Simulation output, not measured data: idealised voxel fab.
Proc. module: voxel double patterning
We display cut, a cross-section 170 nm in width whose square cells are each 5 nm.
A cross-section is written here as square cells arranged in a grid, and it is given in bands from the top down, each band taking up one or more rows of cells. Band entry format. Leading values: height of top, height of bottom, nm. Remainder: materials in left-to-right order, each with its width in nm. Special words: "edge to edge" on a single material, which then fills the band edge to edge; "air", empty space. Convention: height 0 is the level below which the wafer, as received, is all one material. The lowest band does not terminate at the bottom but continues downward, represented as "0 and below". It should be noted that a width expressed as "30 to 40" varies in equal increments from row to row of cells within the band, taking the value of the first number at the top row and that of the second number at the bottom row. Basically "nothing got changed" means that step didn't change any cell in the cross-section. "Sealed void list" lists enclosed empty spaces (at least 8 cells, no open path upward to the top), each as width x height at distance from the left edge, in nm. Whatever follows a step's settings on its line is a remark the simulator itself makes about that step. "overlay nm" on a masked step: distance the mask lay right of its planned place, negative for left.
Listed below are the process steps as planned:
1: RECEIVE [material Si]
2: CONFORMAL_DEP [material SiN] [thk nm 10]
3: DIRECTIONAL_DEP [material SiO2] [thk nm 10]
4: DIRECTIONAL_DEP [material SiCN] [thk nm 5]
5: DIRECTIONAL_DEP [material aC] [thk nm 15]
6: PATTERN [tone open] [mask id FIRST] [material resist] [width nm 15] [pitch nm 50] [thk nm 30] [overlay nm 0]
7: DIRECTIONAL_ETCH [etch materials aC] [depth nm 15]
8: STRIP [etch materials resist]
9: DIRECTIONAL_ETCH [etch materials SiCN] [depth nm 5]
10: STRIP [etch materials aC]
11: DIRECTIONAL_DEP [material aC] [thk nm 15]
12: PATTERN [tone open] [mask id SECOND] [material resist] [width nm 15] [pitch nm 50] [thk nm 30] [overlay nm 0]
13: DIRECTIONAL_ETCH [etch materials aC] [depth nm 15]
14: STRIP [etch materials resist]
15: DIRECTIONAL_ETCH [etch materials SiCN] [depth nm 5]
16: STRIP [etch materials aC]
17: DIRECTIONAL_ETCH [etch materials SiO2] [depth nm 10]
18: STRIP [etch materials SiCN]
Cross-section, incoming material, after step 1:
> 0 and below = Si edge to edge
> Sealed void list: none
End-of-module cross-section. Starting structure and process plan as above; one mistake made in running it:
> 10 down to 0 = 25 of SiO2 / 15 of air / 10 of SiO2 / 15 of air / 10 of SiO2 / 15 of air / 10 of SiO2 / 15 of air / 10 of SiO2 / 15 of air / 30 of SiO2
> 0 and below = Si edge to edge
> Sealed void list: none
So what did we get wrong on this run? step 2 of the plan was excluded from execution and never run
